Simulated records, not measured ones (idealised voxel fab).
This is a process module. Its name is voxel double patterning.
Pictured: cross-section cut, 265 nm wide, on a grid of 5 nm square cells.
Throughout this document, each cross-section is represented as a grid of square cells and is presented as a sequence of bands enumerated from the top downward, where a band comprises one or more rows of cells.
For a band, the entry starts with two heights in nm, that of the top and then that of the bottom, and carries on with the band's materials in order from left to right, each alongside its width in nm; the word "edge to edge" beside a single material means it fills the band edge to edge, and "air" means empty space.
Heights from 0 (as-received wafer is one material below). Bottom band endless downward, as "top 0, no bottom".
Graded width ("30 to 40"): value in top row of band = first number; value in bottom row = second number; row-to-row change constant.
Given "remained the same" for a step, no cell of the cross-section differs between before and after that step.
"Closed-off voids": sealed empty spaces, 8 cells or more, no open way to top, listed width x height at distance, with distance from the left edge and width, height and distance in nm.
Where a step's line continues beyond its settings, the continuation is a remark by the simulator itself on that step.
You can add "overlay nm" to a step's line. For a step with a mask, it describes how far the mask lay to the right of its planned position, and a negative number describes a lay to the left.

The process steps that were planned are listed below
1. RECEIVE [material Si]
2. CONFORMAL_DEP [material SiO2] [thk nm 5]
3. DIRECTIONAL_DEP [material polySi] [thk nm 20]
4. DIRECTIONAL_DEP [material SiCN] [thk nm 5]
5. DIRECTIONAL_DEP [material aC] [thk nm 15]
6. PATTERN [tone open] [mask id FIRST] [material resist] [width nm 15] [pitch nm 50] [thk nm 35] [overlay nm 0]
7. DIRECTIONAL_ETCH [etch materials aC] [depth nm 15]
8. STRIP [etch materials resist]
9. DIRECTIONAL_ETCH [etch materials SiCN] [depth nm 5]
10. STRIP [etch materials aC]
11. PATTERN [tone open] [mask id SECOND] [material resist] [width nm 15] [thk nm 20] [overlay nm 0]
12. DIRECTIONAL_ETCH [etch materials SiCN] [depth nm 5]
13. STRIP [etch materials resist]
14. DIRECTIONAL_ETCH [etch materials polySi] [depth nm 20]
15. STRIP [etch materials SiCN]
The wafers are alike at the start. At step 2, their thk nm differs. The plan lists the first wafer's value.

So this is the first of several wafers, cross-sectioned as it came to us, meaning it's at the end of step 1
    top 0, no bottom | Si edge to edge
    Closed-off voids: none

Quick key for the table: a row per wafer, taken at the end of the module. For each material it tells you how many cells the wafer gained (+) or lost (-) since it came in, and the closed voids come after
thk nm 5, +53 SiO2, +176 polySi, Closed-off voids: none
thk nm 10, +106 SiO2, +176 polySi, Closed-off voids: none
thk nm 15, +159 SiO2, +176 polySi, Closed-off voids: none
thk nm 20, +212 SiO2, +176 polySi, Closed-off voids: none
thk nm 25, +265 SiO2, +176 polySi, Closed-off voids: none
